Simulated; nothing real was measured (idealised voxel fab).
process module | voxel transistor to metal
cross-section cut | 260 nm wide | cells 5 nm
A cross-section is a grid of square cells, given in bands from the top down. A band is one or more rows of cells.
Each band's line starts with the height of the band's top and of its bottom, in nm. Then come its materials from left to right, each with its width in nm. One material with "throughout" fills the band from edge to edge. "air" is empty space.
Height 0 is the level under which the wafer as received is all one material. The lowest band goes on downwards, as in "0 down".
A width such as "30 to 40" changes by the same amount from each row of cells to the next, from the band's top row to its bottom row.
"no change" after a step means that no cell of the cross-section changed.
closed voids: empty space of 8 cells or more with no open way to the top, each as width x height at its distance from the left edge, in nm
after a step's settings: what the simulator itself notes on the step
overlay nm, on a step with a mask: how far to the right of its planned place the mask lay; to the left if negative
plan
1 op RECEIVE | material Si
2 op CONFORMAL_DEP | material SiO2 | thk nm 5
3 op CONFORMAL_DEP | material SiN | thk nm 15
4 op DIRECTIONAL_DEP | material aC | thk nm 15
5 op PATTERN | tone cover | mask id ACTIVE | material resist | width nm 100 | pitch nm 130 | thk nm 30 | overlay nm 0
6 op DIRECTIONAL_ETCH | etch materials aC | depth nm 15
7 op STRIP | etch materials resist
8 op DIRECTIONAL_ETCH | etch materials SiN | depth nm 15
9 op DIRECTIONAL_ETCH | etch materials SiO2 | depth nm 5
10 op DIRECTIONAL_ETCH | etch materials Si | depth nm 25
11 op STRIP | etch materials aC
12 op FILL_DEP | material SiO2 | thk nm 15
13 op CMP | height nm 20
14 op SELECTIVE_ETCH | etch materials SiO2 | depth nm 15
15 op STRIP | etch materials SiN
16 op SELECTIVE_ETCH | etch materials SiO2 | depth nm 5
17 op OXIDIZE | depth nm 5
18 op DIRECTIONAL_DEP | material polySi | thk nm 20
19 op DIRECTIONAL_DEP | material SiCN | thk nm 15
20 op PATTERN | tone cover | mask id GATE | material resist | width nm 20 | pitch nm 130 | thk nm 20 | overlay nm 0
21 op DIRECTIONAL_ETCH | etch materials SiCN | depth nm 25
22 op DIRECTIONAL_ETCH | etch materials polySi | depth nm 30
23 op STRIP | etch materials resist
24 op CONFORMAL_DEP | material SiO2 | thk nm 5
25 op DIRECTIONAL_ETCH | etch materials SiO2 | depth nm 5
26 op CONFORMAL_DEP | material SiN | thk nm 10
27 op DIRECTIONAL_ETCH | etch materials SiN | depth nm 10
28 op DIRECTIONAL_ETCH | etch materials SiO2 | depth nm 5
29 op DIRECTIONAL_ETCH | etch materials Si | depth nm 10
30 op EPI | material SiGe | thk nm 15
31 op FILL_DEP | material SiO2 | thk nm 5
32 op CMP | height nm 35
33 op DIRECTIONAL_DEP | material SiO2 | thk nm 10
34 op DIRECTIONAL_DEP | material aC | thk nm 15
35 op PATTERN | tone open | mask id CONTACT | material resist | width nm 15 | pitch nm 65 | thk nm 35 | overlay nm 0
36 op DIRECTIONAL_ETCH | etch materials aC | depth nm 15
37 op STRIP | etch materials resist
38 op DIRECTIONAL_ETCH | etch materials SiO2 | depth nm 35
39 op STRIP | etch materials aC
40 op CONFORMAL_DEP | material TiN | thk nm 5
41 op FILL_DEP | material W | thk nm 5
42 op CMP | height nm 45
43 op DIRECTIONAL_DEP | material TiN | thk nm 5
44 op DIRECTIONAL_DEP | material W | thk nm 15
45 op DIRECTIONAL_DEP | material aC | thk nm 10
46 op PATTERN | tone cover | mask id METAL_1 | material resist | width nm 15 | pitch nm 65 | thk nm 25 | overlay nm 0
47 op DIRECTIONAL_ETCH | etch materials aC | depth nm 10
48 op STRIP | etch materials resist
49 op DIRECTIONAL_ETCH | etch materials W | depth nm 15
50 op DIRECTIONAL_ETCH | etch materials TiN | depth nm 5
51 op STRIP | etch materials aC
52 op CONFORMAL_DEP | material SiCN | thk nm 5
53 op FILL_DEP | material lowk | thk nm 5
54 op CMP | height nm 65
55 op CONFORMAL_DEP | material SiCN | thk nm 5
56 op DIRECTIONAL_DEP | material lowk | thk nm 35
57 op DIRECTIONAL_DEP | material aC | thk nm 10
58 op PATTERN | tone open | mask id METAL_2 | material resist | width nm 15 | pitch nm 130 | thk nm 25 | overlay nm 0
59 op DIRECTIONAL_ETCH | etch materials aC | depth nm 10
60 op STRIP | etch materials resist
61 op DIRECTIONAL_ETCH | etch materials lowk | depth nm 20
62 op STRIP | etch materials aC
63 op MASKED_ETCH | tone open | mask id METAL_2_HOLES | width nm 15 | pitch nm 130 | etch materials lowk | depth nm 15 | overlay nm 0
64 op MASKED_ETCH | tone open | mask id METAL_2_HOLES | width nm 15 | pitch nm 130 | etch materials SiCN | depth nm 5 | overlay nm 0
65 op CONFORMAL_DEP | material TiN | thk nm 5
66 op FILL_DEP | material Cu | thk nm 5
67 op CMP | height nm 105
68 op CONFORMAL_DEP | material SiN | thk nm 5
as received, after step 1
  0 down: Si throughout
  closed voids: none
first wafer at the end, as planned
  110 to 105: SiN throughout
  105 to 70: lowk 25 | TiN 5 | Cu 5 | TiN 5 | lowk 115 | TiN 5 | Cu 5 | TiN 5 | lowk 90
  70 to 65: SiCN 25 | TiN 15 | SiCN 115 | TiN 15 | SiCN 90
  65 to 50: lowk 20 | SiCN 5 | W 15 | SiCN 5 | lowk 40 | SiCN 5 | W 15 | SiCN 5 | lowk 40 | SiCN 5 | W 15 | SiCN 5 | lowk 40 | SiCN 5 | W 15 | SiCN 5 | lowk 20
  50 to 45: SiCN 25 | TiN 15 | SiCN 50 | TiN 15 | SiCN 50 | TiN 15 | SiCN 50 | TiN 15 | SiCN 25
  45 to 35: SiO2 25 | TiN 5 | W 5 | TiN 5 | SiO2 50 | TiN 5 | W 5 | TiN 5 | SiO2 50 | TiN 5 | W 5 | TiN 5 | SiO2 50 | TiN 5 | W 5 | TiN 5 | SiO2 25
  35 to 20: SiO2 25 | TiN 5 | W 5 | TiN 5 | SiN 10 | SiO2 5 | SiCN 20 | SiO2 5 | SiN 10 | TiN 5 | W 5 | TiN 5 | SiO2 50 | TiN 5 | W 5 | TiN 5 | SiN 10 | SiO2 5 | SiCN 20 | SiO2 5 | SiN 10 | TiN 5 | W 5 | TiN 5 | SiO2 25
  20 to 15: SiO2 25 | TiN 5 | W 5 | TiN 5 | SiN 10 | SiO2 5 | polySi 20 | SiO2 5 | SiN 10 | TiN 5 | W 5 | TiN 5 | SiO2 50 | TiN 5 | W 5 | TiN 5 | SiN 10 | SiO2 5 | polySi 20 | SiO2 5 | SiN 10 | TiN 5 | W 5 | TiN 5 | SiO2 25
  15 to 10: SiO2 25 | TiN 15 | SiN 10 | SiO2 5 | polySi 20 | SiO2 5 | SiN 10 | TiN 15 | SiO2 50 | TiN 15 | SiN 10 | SiO2 5 | polySi 20 | SiO2 5 | SiN 10 | TiN 15 | SiO2 25
  10 to 0: SiO2 25 | SiGe 15 | SiN 10 | SiO2 5 | polySi 20 | SiO2 5 | SiN 10 | SiGe 15 | SiO2 50 | SiGe 15 | SiN 10 | SiO2 5 | polySi 20 | SiO2 5 | SiN 10 | SiGe 15 | SiO2 25
  0 to -5: SiO2 10 | SiGe 30 | SiO2 50 | SiGe 30 | SiO2 20 | SiGe 30 | SiO2 50 | SiGe 30 | SiO2 10
  -5 to -15: SiO2 15 | SiGe 25 | Si 50 | SiGe 25 | SiO2 30 | SiGe 25 | Si 50 | SiGe 25 | SiO2 15
  -15 to -25: SiO2 15 | Si 100 | SiO2 30 | Si 100 | SiO2 15
  -25 down: Si throughout
  closed voids: none
second wafer at the end: like start, like plan, one mistake
  110 to 105: SiN throughout
  105 to 70: lowk 25 | TiN 5 | Cu 5 | TiN 5 | lowk 115 | TiN 5 | Cu 5 | TiN 5 | lowk 90
  70 to 65: SiCN 25 | TiN 15 | SiCN 115 | TiN 15 | SiCN 90
  65 to 50: lowk 20 | SiCN 5 | W 15 | SiCN 5 | lowk 40 | SiCN 5 | W 15 | SiCN 5 | lowk 40 | SiCN 5 | W 15 | SiCN 5 | lowk 40 | SiCN 5 | W 15 | SiCN 5 | lowk 20
  50 to 45: SiCN 25 | TiN 15 | SiCN 50 | TiN 15 | SiCN 50 | TiN 15 | SiCN 50 | TiN 15 | SiCN 25
  45 to 35: polySi throughout
  35 to 20: SiO2 40 | SiN 10 | SiO2 5 | SiCN 20 | SiO2 5 | SiN 10 | SiO2 80 | SiN 10 | SiO2 5 | SiCN 20 | SiO2 5 | SiN 10 | SiO2 40
  20 to 10: SiO2 40 | SiN 10 | SiO2 5 | polySi 20 | SiO2 5 | SiN 10 | SiO2 80 | SiN 10 | SiO2 5 | polySi 20 | SiO2 5 | SiN 10 | SiO2 40
  10 to 0: SiO2 25 | SiGe 15 | SiN 10 | SiO2 5 | polySi 20 | SiO2 5 | SiN 10 | SiGe 15 | SiO2 50 | SiGe 15 | SiN 10 | SiO2 5 | polySi 20 | SiO2 5 | SiN 10 | SiGe 15 | SiO2 25
  0 to -5: SiO2 10 | SiGe 30 | SiO2 50 | SiGe 30 | SiO2 20 | SiGe 30 | SiO2 50 | SiGe 30 | SiO2 10
  -5 to -15: SiO2 15 | SiGe 25 | Si 50 | SiGe 25 | SiO2 30 | SiGe 25 | Si 50 | SiGe 25 | SiO2 15
  -15 to -25: SiO2 15 | Si 100 | SiO2 30 | Si 100 | SiO2 15
  -25 down: Si throughout
  closed voids: none
what went wrong: step 33 ran as: op DIRECTIONAL_DEP | material polySi | thk nm 10
at the end the second wafer has, in cells: 20 fewer of SiO2 | 60 fewer of TiN | 24 fewer of W | 104 more of polySi
